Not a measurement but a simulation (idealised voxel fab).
process module | voxel wiring stack
cross-section cut | 210 nm wide | cells 5 nm
A cross-section is a grid of square cells, given in bands from the top down. A band is one or more rows of cells.
Each band's line starts with the height of the band's top and of its bottom, in nm. Then come its materials from left to right, each with its width in nm. One material with "throughout" fills the band from edge to edge. "air" is empty space.
Height 0 is the level under which the wafer as received is all one material. The lowest band goes on downwards, as in "0 down".
A width such as "30 to 40" changes by the same amount from each row of cells to the next, from the band's top row to its bottom row.
"no change" after a step means that no cell of the cross-section changed.
closed voids: empty space of 8 cells or more with no open way to the top, each as width x height at its distance from the left edge, in nm
after a step's settings: what the simulator itself notes on the step
overlay nm, on a step with a mask: how far to the right of its planned place the mask lay; to the left if negative
plan
1 op RECEIVE | material Si
2 op CONFORMAL_DEP | material SiO2 | thk nm 10
3 op DIRECTIONAL_DEP | material TiN | thk nm 5
4 op DIRECTIONAL_DEP | material Ru | thk nm 25
5 op DIRECTIONAL_DEP | material aC | thk nm 10
6 op PATTERN | tone cover | mask id METAL_1 | material resist | width nm 25 | pitch nm 40 | thk nm 25 | overlay nm 0
7 op DIRECTIONAL_ETCH | etch materials aC | depth nm 10
8 op STRIP | etch materials resist
9 op DIRECTIONAL_ETCH | etch materials Ru | depth nm 25
10 op DIRECTIONAL_ETCH | etch materials TiN | depth nm 5
11 op STRIP | etch materials aC
12 op FILL_DEP | material SiO2 | thk nm 5
13 op CMP | height nm 40
14 op CONFORMAL_DEP | material SiCN | thk nm 5
15 op DIRECTIONAL_DEP | material SiO2 | thk nm 15
16 op MASKED_ETCH | tone open | mask id PLUG_1 | width nm 15 | pitch nm 40 | etch materials SiO2 | depth nm 15 | overlay nm 0
17 op MASKED_ETCH | tone open | mask id PLUG_1 | width nm 15 | pitch nm 40 | etch materials SiCN | depth nm 5 | overlay nm 0
18 op CONFORMAL_DEP | material TiN | thk nm 5
19 op FILL_DEP | material Ru | thk nm 10
20 op CMP | height nm 60
21 op CONFORMAL_DEP | material SiN | thk nm 5
22 op DIRECTIONAL_DEP | material lowk | thk nm 15
23 op DIRECTIONAL_DEP | material aC | thk nm 10
24 op PATTERN | tone open | mask id METAL_2 | material resist | width nm 25 | pitch nm 40 | thk nm 30 | overlay nm 0
25 op DIRECTIONAL_ETCH | etch materials aC | depth nm 10
26 op STRIP | etch materials resist
27 op DIRECTIONAL_ETCH | etch materials lowk | depth nm 15
28 op DIRECTIONAL_ETCH | etch materials SiN | depth nm 5
29 op STRIP | etch materials aC
30 op CONFORMAL_DEP | material TiN | thk nm 5
31 op FILL_DEP | material Cu | thk nm 5
32 op CMP | height nm 80
33 op CONFORMAL_DEP | material SiCN | thk nm 5
34 op DIRECTIONAL_DEP | material SiO2 | thk nm 30
35 op MASKED_ETCH | tone open | mask id METAL_3_HOLES | width nm 15 | pitch nm 80 | etch materials SiO2 | depth nm 30 | overlay nm 0
36 op DIRECTIONAL_DEP | material aC | thk nm 15
37 op PATTERN | tone open | mask id METAL_3 | material resist | width nm 25 | pitch nm 40 | thk nm 30 | overlay nm 0
38 op DIRECTIONAL_ETCH | etch materials aC | depth nm 15
39 op STRIP | etch materials resist
40 op DIRECTIONAL_ETCH | etch materials SiO2 | depth nm 20
41 op DIRECTIONAL_ETCH | etch materials SiCN | depth nm 5
42 op STRIP | etch materials aC
43 op CONFORMAL_DEP | material TiN | thk nm 5
44 op FILL_DEP | material Cu | thk nm 10
45 op CMP | height nm 115
46 op CONFORMAL_DEP | material SiN | thk nm 5
first wafer, as planned
as received, after step 1
  0 down: Si throughout
  closed voids: none
after step 2
  10 to 0: SiO2 throughout
  below 0: unchanged
after step 3
  15 to 10: TiN throughout
  below 10: unchanged
after step 4
  40 to 15: Ru throughout
  below 15: unchanged
after step 5
  50 to 40: aC throughout
  below 40: unchanged
after step 6
  75 to 50: air 30 | resist 25 | air 15 | resist 25 | air 15 | resist 25 | air 15 | resist 25 | air 35
  below 50: unchanged
after step 7
  65 to 50: air 30 | resist 25 | air 15 | resist 25 | air 15 | resist 25 | air 15 | resist 25 | air 35
  50 to 40: air 30 | aC 25 | air 15 | aC 25 | air 15 | aC 25 | air 15 | aC 25 | air 35
  below 40: unchanged
after step 8
  50 to 40: air 30 | aC 25 | air 15 | aC 25 | air 15 | aC 25 | air 15 | aC 25 | air 35
  below 40: unchanged
after step 9
  50 to 40: air 30 | aC 25 | air 15 | aC 25 | air 15 | aC 25 | air 15 | aC 25 | air 35
  40 to 15: air 30 | Ru 25 | air 15 | Ru 25 | air 15 | Ru 25 | air 15 | Ru 25 | air 35
  below 15: unchanged
after step 10
  50 to 40: air 30 | aC 25 | air 15 | aC 25 | air 15 | aC 25 | air 15 | aC 25 | air 35
  40 to 15: air 30 | Ru 25 | air 15 | Ru 25 | air 15 | Ru 25 | air 15 | Ru 25 | air 35
  15 to 10: air 30 | TiN 25 | air 15 | TiN 25 | air 15 | TiN 25 | air 15 | TiN 25 | air 35
  below 10: unchanged
after step 11
  40 to 15: air 30 | Ru 25 | air 15 | Ru 25 | air 15 | Ru 25 | air 15 | Ru 25 | air 35
  below 15: unchanged
after step 12
  45 to 40: SiO2 throughout
  40 to 15: SiO2 30 | Ru 25 | SiO2 15 | Ru 25 | SiO2 15 | Ru 25 | SiO2 15 | Ru 25 | SiO2 35
  15 to 10: SiO2 30 | TiN 25 | SiO2 15 | TiN 25 | SiO2 15 | TiN 25 | SiO2 15 | TiN 25 | SiO2 35
  below 10: unchanged
after step 13
  40 to 15: SiO2 30 | Ru 25 | SiO2 15 | Ru 25 | SiO2 15 | Ru 25 | SiO2 15 | Ru 25 | SiO2 35
  below 15: unchanged
after step 14
  45 to 40: SiCN throughout
  below 40: unchanged
after step 15
  60 to 45: SiO2 throughout
  below 45: unchanged
after step 16
  60 to 45: SiO2 30 | air 15 | SiO2 25 | air 15 | SiO2 25 | air 15 | SiO2 25 | air 15 | SiO2 45
  below 45: unchanged
after step 17
  60 to 45: SiO2 30 | air 15 | SiO2 25 | air 15 | SiO2 25 | air 15 | SiO2 25 | air 15 | SiO2 45
  45 to 40: SiCN 30 | air 15 | SiCN 25 | air 15 | SiCN 25 | air 15 | SiCN 25 | air 15 | SiCN 45
  below 40: unchanged
after step 18
  65 to 60: TiN 35 | air 5 | TiN 35 | air 5 | TiN 35 | air 5 | TiN 35 | air 5 | TiN 50
  60 to 45: SiO2 30 | TiN 5 | air 5 | TiN 5 | SiO2 25 | TiN 5 | air 5 | TiN 5 | SiO2 25 | TiN 5 | air 5 | TiN 5 | SiO2 25 | TiN 5 | air 5 | TiN 5 | SiO2 45
  45 to 40: SiCN 30 | TiN 15 | SiCN 25 | TiN 15 | SiCN 25 | TiN 15 | SiCN 25 | TiN 15 | SiCN 45
  below 40: unchanged
after step 19
  75 to 65: Ru throughout
  65 to 60: TiN 35 | Ru 5 | TiN 35 | Ru 5 | TiN 35 | Ru 5 | TiN 35 | Ru 5 | TiN 50
  60 to 45: SiO2 30 | TiN 5 | Ru 5 | TiN 5 | SiO2 25 | TiN 5 | Ru 5 | TiN 5 | SiO2 25 | TiN 5 | Ru 5 | TiN 5 | SiO2 25 | TiN 5 | Ru 5 | TiN 5 | SiO2 45
  below 45: unchanged
after step 20
  60 to 45: SiO2 30 | TiN 5 | Ru 5 | TiN 5 | SiO2 25 | TiN 5 | Ru 5 | TiN 5 | SiO2 25 | TiN 5 | Ru 5 | TiN 5 | SiO2 25 | TiN 5 | Ru 5 | TiN 5 | SiO2 45
  below 45: unchanged
after step 21
  65 to 60: SiN throughout
  below 60: unchanged
after step 22
  80 to 65: lowk throughout
  below 65: unchanged
after step 23
  90 to 80: aC throughout
  below 80: unchanged
after step 24
  120 to 90: resist 30 | air 25 | resist 15 | air 25 | resist 15 | air 25 | resist 15 | air 25 | resist 35
  below 90: unchanged
after step 25
  110 to 90: resist 30 | air 25 | resist 15 | air 25 | resist 15 | air 25 | resist 15 | air 25 | resist 35
  90 to 80: aC 30 | air 25 | aC 15 | air 25 | aC 15 | air 25 | aC 15 | air 25 | aC 35
  below 80: unchanged
after step 26
  90 to 80: aC 30 | air 25 | aC 15 | air 25 | aC 15 | air 25 | aC 15 | air 25 | aC 35
  below 80: unchanged
after step 27
  90 to 80: aC 30 | air 25 | aC 15 | air 25 | aC 15 | air 25 | aC 15 | air 25 | aC 35
  80 to 65: lowk 30 | air 25 | lowk 15 | air 25 | lowk 15 | air 25 | lowk 15 | air 25 | lowk 35
  below 65: unchanged
after step 28
  90 to 80: aC 30 | air 25 | aC 15 | air 25 | aC 15 | air 25 | aC 15 | air 25 | aC 35
  80 to 65: lowk 30 | air 25 | lowk 15 | air 25 | lowk 15 | air 25 | lowk 15 | air 25 | lowk 35
  65 to 60: SiN 30 | air 25 | SiN 15 | air 25 | SiN 15 | air 25 | SiN 15 | air 25 | SiN 35
  below 60: unchanged
after step 29
  80 to 65: lowk 30 | air 25 | lowk 15 | air 25 | lowk 15 | air 25 | lowk 15 | air 25 | lowk 35
  below 65: unchanged
after step 30
  85 to 80: TiN 35 | air 15 | TiN 25 | air 15 | TiN 25 | air 15 | TiN 25 | air 15 | TiN 40
  80 to 65: lowk 30 | TiN 5 | air 15 | TiN 5 | lowk 15 | TiN 5 | air 15 | TiN 5 | lowk 15 | TiN 5 | air 15 | TiN 5 | lowk 15 | TiN 5 | air 15 | TiN 5 | lowk 35
  65 to 60: SiN 30 | TiN 25 | SiN 15 | TiN 25 | SiN 15 | TiN 25 | SiN 15 | TiN 25 | SiN 35
  below 60: unchanged
after step 31
  90 to 85: Cu throughout
  85 to 80: TiN 35 | Cu 15 | TiN 25 | Cu 15 | TiN 25 | Cu 15 | TiN 25 | Cu 15 | TiN 40
  80 to 65: lowk 30 | TiN 5 | Cu 15 | TiN 5 | lowk 15 | TiN 5 | Cu 15 | TiN 5 | lowk 15 | TiN 5 | Cu 15 | TiN 5 | lowk 15 | TiN 5 | Cu 15 | TiN 5 | lowk 35
  below 65: unchanged
after step 32
  80 to 65: lowk 30 | TiN 5 | Cu 15 | TiN 5 | lowk 15 | TiN 5 | Cu 15 | TiN 5 | lowk 15 | TiN 5 | Cu 15 | TiN 5 | lowk 15 | TiN 5 | Cu 15 | TiN 5 | lowk 35
  below 65: unchanged
after step 33
  85 to 80: SiCN throughout
  below 80: unchanged
after step 34
  115 to 85: SiO2 throughout
  below 85: unchanged
after step 35
  115 to 85: SiO2 30 | air 15 | SiO2 65 | air 15 | SiO2 85
  below 85: unchanged
after step 36
  130 to 115: aC 30 | air 15 | aC 65 | air 15 | aC 85
  115 to 100: SiO2 30 | air 15 | SiO2 65 | air 15 | SiO2 85
  100 to 85: SiO2 30 | aC 15 | SiO2 65 | aC 15 | SiO2 85
  below 85: unchanged
after step 37
  160 to 130: resist 30 | air 25 | resist 15 | air 25 | resist 15 | air 25 | resist 15 | air 25 | resist 35
  below 130: unchanged
after step 38
  145 to 130: resist 30 | air 25 | resist 15 | air 25 | resist 15 | air 25 | resist 15 | air 25 | resist 35
  130 to 115: aC 30 | air 25 | aC 15 | air 25 | aC 15 | air 25 | aC 15 | air 25 | aC 35
  115 to 85: SiO2 30 | air 15 | SiO2 65 | air 15 | SiO2 85
  below 85: unchanged
after step 39
  130 to 115: aC 30 | air 25 | aC 15 | air 25 | aC 15 | air 25 | aC 15 | air 25 | aC 35
  below 115: unchanged
after step 40
  130 to 115: aC 30 | air 25 | aC 15 | air 25 | aC 15 | air 25 | aC 15 | air 25 | aC 35
  115 to 95: SiO2 30 | air 25 | SiO2 15 | air 25 | SiO2 15 | air 25 | SiO2 15 | air 25 | SiO2 35
  below 95: unchanged
after step 41
  130 to 115: aC 30 | air 25 | aC 15 | air 25 | aC 15 | air 25 | aC 15 | air 25 | aC 35
  115 to 95: SiO2 30 | air 25 | SiO2 15 | air 25 | SiO2 15 | air 25 | SiO2 15 | air 25 | SiO2 35
  95 to 85: SiO2 30 | air 15 | SiO2 65 | air 15 | SiO2 85
  85 to 80: SiCN 30 | air 15 | SiCN 65 | air 15 | SiCN 85
  below 80: unchanged
after step 42
  115 to 95: SiO2 30 | air 25 | SiO2 15 | air 25 | SiO2 15 | air 25 | SiO2 15 | air 25 | SiO2 35
  below 95: unchanged
after step 43
  120 to 115: TiN 35 | air 15 | TiN 25 | air 15 | TiN 25 | air 15 | TiN 25 | air 15 | TiN 40
  115 to 100: SiO2 30 | TiN 5 | air 15 | TiN 5 | SiO2 15 | TiN 5 | air 15 | TiN 5 | SiO2 15 | TiN 5 | air 15 | TiN 5 | SiO2 15 | TiN 5 | air 15 | TiN 5 | SiO2 35
  100 to 95: SiO2 30 | TiN 5 | air 5 | TiN 15 | SiO2 15 | TiN 25 | SiO2 15 | TiN 5 | air 5 | TiN 15 | SiO2 15 | TiN 25 | SiO2 35
  95 to 85: SiO2 30 | TiN 5 | air 5 | TiN 5 | SiO2 65 | TiN 5 | air 5 | TiN 5 | SiO2 85
  85 to 80: SiCN 30 | TiN 15 | SiCN 65 | TiN 15 | SiCN 85
  below 80: unchanged
after step 44
  130 to 120: Cu throughout
  120 to 115: TiN 35 | Cu 15 | TiN 25 | Cu 15 | TiN 25 | Cu 15 | TiN 25 | Cu 15 | TiN 40
  115 to 100: SiO2 30 | TiN 5 | Cu 15 | TiN 5 | SiO2 15 | TiN 5 | Cu 15 | TiN 5 | SiO2 15 | TiN 5 | Cu 15 | TiN 5 | SiO2 15 | TiN 5 | Cu 15 | TiN 5 | SiO2 35
  100 to 95: SiO2 30 | TiN 5 | Cu 5 | TiN 15 | SiO2 15 | TiN 25 | SiO2 15 | TiN 5 | Cu 5 | TiN 15 | SiO2 15 | TiN 25 | SiO2 35
  95 to 85: SiO2 30 | TiN 5 | Cu 5 | TiN 5 | SiO2 65 | TiN 5 | Cu 5 | TiN 5 | SiO2 85
  below 85: unchanged
after step 45
  115 to 100: SiO2 30 | TiN 5 | Cu 15 | TiN 5 | SiO2 15 | TiN 5 | Cu 15 | TiN 5 | SiO2 15 | TiN 5 | Cu 15 | TiN 5 | SiO2 15 | TiN 5 | Cu 15 | TiN 5 | SiO2 35
  below 100: unchanged
after step 46
  120 to 115: SiN throughout
  below 115: unchanged
second wafer: like start, like plan, one mistake. Through step 5 it matches the first wafer
when step 6 should have ended
  75 to 50: air 35 | resist 15 | air 25 | resist 15 | air 25 | resist 15 | air 25 | resist 15 | air 40
  below 50: unchanged
when step 7 should have ended
  65 to 50: air 35 | resist 15 | air 25 | resist 15 | air 25 | resist 15 | air 25 | resist 15 | air 40
  50 to 40: air 35 | aC 15 | air 25 | aC 15 | air 25 | aC 15 | air 25 | aC 15 | air 40
  below 40: unchanged
when step 8 should have ended
  50 to 40: air 35 | aC 15 | air 25 | aC 15 | air 25 | aC 15 | air 25 | aC 15 | air 40
  below 40: unchanged
when step 9 should have ended
  50 to 40: air 35 | aC 15 | air 25 | aC 15 | air 25 | aC 15 | air 25 | aC 15 | air 40
  40 to 15: air 35 | Ru 15 | air 25 | Ru 15 | air 25 | Ru 15 | air 25 | Ru 15 | air 40
  below 15: unchanged
when step 10 should have ended
  50 to 40: air 35 | aC 15 | air 25 | aC 15 | air 25 | aC 15 | air 25 | aC 15 | air 40
  40 to 15: air 35 | Ru 15 | air 25 | Ru 15 | air 25 | Ru 15 | air 25 | Ru 15 | air 40
  15 to 10: air 35 | TiN 15 | air 25 | TiN 15 | air 25 | TiN 15 | air 25 | TiN 15 | air 40
  below 10: unchanged
when step 11 should have ended
  40 to 15: air 35 | Ru 15 | air 25 | Ru 15 | air 25 | Ru 15 | air 25 | Ru 15 | air 40
  below 15: unchanged
when step 12 should have ended
  45 to 40: SiO2 throughout
  40 to 15: SiO2 35 | Ru 15 | SiO2 25 | Ru 15 | SiO2 25 | Ru 15 | SiO2 25 | Ru 15 | SiO2 40
  15 to 10: SiO2 35 | TiN 15 | SiO2 25 | TiN 15 | SiO2 25 | TiN 15 | SiO2 25 | TiN 15 | SiO2 40
  below 10: unchanged
when step 13 should have ended
  40 to 15: SiO2 35 | Ru 15 | SiO2 25 | Ru 15 | SiO2 25 | Ru 15 | SiO2 25 | Ru 15 | SiO2 40
  below 15: unchanged
when step 14 should have ended
  45 to 40: SiCN throughout
  below 40: unchanged
when step 15 should have ended
  60 to 45: SiO2 throughout
  below 45: unchanged
when step 16 should have ended
  60 to 45: SiO2 30 | air 15 | SiO2 25 | air 15 | SiO2 25 | air 15 | SiO2 25 | air 15 | SiO2 45
  below 45: unchanged
when step 17 should have ended
  60 to 45: SiO2 30 | air 15 | SiO2 25 | air 15 | SiO2 25 | air 15 | SiO2 25 | air 15 | SiO2 45
  45 to 40: SiCN 30 | air 15 | SiCN 25 | air 15 | SiCN 25 | air 15 | SiCN 25 | air 15 | SiCN 45
  below 40: unchanged
when step 18 should have ended
  65 to 60: TiN 35 | air 5 | TiN 35 | air 5 | TiN 35 | air 5 | TiN 35 | air 5 | TiN 50
  60 to 45: SiO2 30 | TiN 5 | air 5 | TiN 5 | SiO2 25 | TiN 5 | air 5 | TiN 5 | SiO2 25 | TiN 5 | air 5 | TiN 5 | SiO2 25 | TiN 5 | air 5 | TiN 5 | SiO2 45
  45 to 40: SiCN 30 | TiN 15 | SiCN 25 | TiN 15 | SiCN 25 | TiN 15 | SiCN 25 | TiN 15 | SiCN 45
  below 40: unchanged
when step 19 should have ended
  75 to 65: Ru throughout
  65 to 60: TiN 35 | Ru 5 | TiN 35 | Ru 5 | TiN 35 | Ru 5 | TiN 35 | Ru 5 | TiN 50
  60 to 45: SiO2 30 | TiN 5 | Ru 5 | TiN 5 | SiO2 25 | TiN 5 | Ru 5 | TiN 5 | SiO2 25 | TiN 5 | Ru 5 | TiN 5 | SiO2 25 | TiN 5 | Ru 5 | TiN 5 | SiO2 45
  below 45: unchanged
when step 20 should have ended
  60 to 45: SiO2 30 | TiN 5 | Ru 5 | TiN 5 | SiO2 25 | TiN 5 | Ru 5 | TiN 5 | SiO2 25 | TiN 5 | Ru 5 | TiN 5 | SiO2 25 | TiN 5 | Ru 5 | TiN 5 | SiO2 45
  below 45: unchanged
when step 21 should have ended
  65 to 60: SiN throughout
  below 60: unchanged
when step 22 should have ended
  80 to 65: lowk throughout
  below 65: unchanged
when step 23 should have ended
  90 to 80: aC throughout
  below 80: unchanged
when step 24 should have ended
  120 to 90: resist 30 | air 25 | resist 15 | air 25 | resist 15 | air 25 | resist 15 | air 25 | resist 35
  below 90: unchanged
when step 25 should have ended
  110 to 90: resist 30 | air 25 | resist 15 | air 25 | resist 15 | air 25 | resist 15 | air 25 | resist 35
  90 to 80: aC 30 | air 25 | aC 15 | air 25 | aC 15 | air 25 | aC 15 | air 25 | aC 35
  below 80: unchanged
when step 26 should have ended
  90 to 80: aC 30 | air 25 | aC 15 | air 25 | aC 15 | air 25 | aC 15 | air 25 | aC 35
  below 80: unchanged
when step 27 should have ended
  90 to 80: aC 30 | air 25 | aC 15 | air 25 | aC 15 | air 25 | aC 15 | air 25 | aC 35
  80 to 65: lowk 30 | air 25 | lowk 15 | air 25 | lowk 15 | air 25 | lowk 15 | air 25 | lowk 35
  below 65: unchanged
when step 28 should have ended
  90 to 80: aC 30 | air 25 | aC 15 | air 25 | aC 15 | air 25 | aC 15 | air 25 | aC 35
  80 to 65: lowk 30 | air 25 | lowk 15 | air 25 | lowk 15 | air 25 | lowk 15 | air 25 | lowk 35
  65 to 60: SiN 30 | air 25 | SiN 15 | air 25 | SiN 15 | air 25 | SiN 15 | air 25 | SiN 35
  below 60: unchanged
when step 29 should have ended
  80 to 65: lowk 30 | air 25 | lowk 15 | air 25 | lowk 15 | air 25 | lowk 15 | air 25 | lowk 35
  below 65: unchanged
when step 30 should have ended
  85 to 80: TiN 35 | air 15 | TiN 25 | air 15 | TiN 25 | air 15 | TiN 25 | air 15 | TiN 40
  80 to 65: lowk 30 | TiN 5 | air 15 | TiN 5 | lowk 15 | TiN 5 | air 15 | TiN 5 | lowk 15 | TiN 5 | air 15 | TiN 5 | lowk 15 | TiN 5 | air 15 | TiN 5 | lowk 35
  65 to 60: SiN 30 | TiN 25 | SiN 15 | TiN 25 | SiN 15 | TiN 25 | SiN 15 | TiN 25 | SiN 35
  below 60: unchanged
when step 31 should have ended
  90 to 85: Cu throughout
  85 to 80: TiN 35 | Cu 15 | TiN 25 | Cu 15 | TiN 25 | Cu 15 | TiN 25 | Cu 15 | TiN 40
  80 to 65: lowk 30 | TiN 5 | Cu 15 | TiN 5 | lowk 15 | TiN 5 | Cu 15 | TiN 5 | lowk 15 | TiN 5 | Cu 15 | TiN 5 | lowk 15 | TiN 5 | Cu 15 | TiN 5 | lowk 35
  below 65: unchanged
when step 32 should have ended
  80 to 65: lowk 30 | TiN 5 | Cu 15 | TiN 5 | lowk 15 | TiN 5 | Cu 15 | TiN 5 | lowk 15 | TiN 5 | Cu 15 | TiN 5 | lowk 15 | TiN 5 | Cu 15 | TiN 5 | lowk 35
  below 65: unchanged
when step 33 should have ended
  85 to 80: SiCN throughout
  below 80: unchanged
when step 34 should have ended
  115 to 85: SiO2 throughout
  below 85: unchanged
when step 35 should have ended
  115 to 85: SiO2 30 | air 15 | SiO2 65 | air 15 | SiO2 85
  below 85: unchanged
when step 36 should have ended
  130 to 115: aC 30 | air 15 | aC 65 | air 15 | aC 85
  115 to 100: SiO2 30 | air 15 | SiO2 65 | air 15 | SiO2 85
  100 to 85: SiO2 30 | aC 15 | SiO2 65 | aC 15 | SiO2 85
  below 85: unchanged
when step 37 should have ended
  160 to 130: resist 30 | air 25 | resist 15 | air 25 | resist 15 | air 25 | resist 15 | air 25 | resist 35
  below 130: unchanged
when step 38 should have ended
  145 to 130: resist 30 | air 25 | resist 15 | air 25 | resist 15 | air 25 | resist 15 | air 25 | resist 35
  130 to 115: aC 30 | air 25 | aC 15 | air 25 | aC 15 | air 25 | aC 15 | air 25 | aC 35
  115 to 85: SiO2 30 | air 15 | SiO2 65 | air 15 | SiO2 85
  below 85: unchanged
when step 39 should have ended
  130 to 115: aC 30 | air 25 | aC 15 | air 25 | aC 15 | air 25 | aC 15 | air 25 | aC 35
  below 115: unchanged
when step 40 should have ended
  130 to 115: aC 30 | air 25 | aC 15 | air 25 | aC 15 | air 25 | aC 15 | air 25 | aC 35
  115 to 95: SiO2 30 | air 25 | SiO2 15 | air 25 | SiO2 15 | air 25 | SiO2 15 | air 25 | SiO2 35
  below 95: unchanged
when step 41 should have ended
  130 to 115: aC 30 | air 25 | aC 15 | air 25 | aC 15 | air 25 | aC 15 | air 25 | aC 35
  115 to 95: SiO2 30 | air 25 | SiO2 15 | air 25 | SiO2 15 | air 25 | SiO2 15 | air 25 | SiO2 35
  95 to 85: SiO2 30 | air 15 | SiO2 65 | air 15 | SiO2 85
  85 to 80: SiCN 30 | air 15 | SiCN 65 | air 15 | SiCN 85
  below 80: unchanged
when step 42 should have ended
  115 to 95: SiO2 30 | air 25 | SiO2 15 | air 25 | SiO2 15 | air 25 | SiO2 15 | air 25 | SiO2 35
  below 95: unchanged
when step 43 should have ended
  120 to 115: TiN 35 | air 15 | TiN 25 | air 15 | TiN 25 | air 15 | TiN 25 | air 15 | TiN 40
  115 to 100: SiO2 30 | TiN 5 | air 15 | TiN 5 | SiO2 15 | TiN 5 | air 15 | TiN 5 | SiO2 15 | TiN 5 | air 15 | TiN 5 | SiO2 15 | TiN 5 | air 15 | TiN 5 | SiO2 35
  100 to 95: SiO2 30 | TiN 5 | air 5 | TiN 15 | SiO2 15 | TiN 25 | SiO2 15 | TiN 5 | air 5 | TiN 15 | SiO2 15 | TiN 25 | SiO2 35
  95 to 85: SiO2 30 | TiN 5 | air 5 | TiN 5 | SiO2 65 | TiN 5 | air 5 | TiN 5 | SiO2 85
  85 to 80: SiCN 30 | TiN 15 | SiCN 65 | TiN 15 | SiCN 85
  below 80: unchanged
when step 44 should have ended
  130 to 120: Cu throughout
  120 to 115: TiN 35 | Cu 15 | TiN 25 | Cu 15 | TiN 25 | Cu 15 | TiN 25 | Cu 15 | TiN 40
  115 to 100: SiO2 30 | TiN 5 | Cu 15 | TiN 5 | SiO2 15 | TiN 5 | Cu 15 | TiN 5 | SiO2 15 | TiN 5 | Cu 15 | TiN 5 | SiO2 15 | TiN 5 | Cu 15 | TiN 5 | SiO2 35
  100 to 95: SiO2 30 | TiN 5 | Cu 5 | TiN 15 | SiO2 15 | TiN 25 | SiO2 15 | TiN 5 | Cu 5 | TiN 15 | SiO2 15 | TiN 25 | SiO2 35
  95 to 85: SiO2 30 | TiN 5 | Cu 5 | TiN 5 | SiO2 65 | TiN 5 | Cu 5 | TiN 5 | SiO2 85
  below 85: unchanged
when step 45 should have ended
  115 to 100: SiO2 30 | TiN 5 | Cu 15 | TiN 5 | SiO2 15 | TiN 5 | Cu 15 | TiN 5 | SiO2 15 | TiN 5 | Cu 15 | TiN 5 | SiO2 15 | TiN 5 | Cu 15 | TiN 5 | SiO2 35
  below 100: unchanged
when step 46 should have ended
  120 to 115: SiN throughout
  below 115: unchanged
what went wrong: step 6 ran as: op PATTERN | tone cover | mask id METAL_1 | material resist | width nm 15 | pitch nm 40 | thk nm 25 | overlay nm 0
at the end the second wafer has, in cells: 40 fewer of Ru | 48 more of SiO2 | 8 fewer of TiN
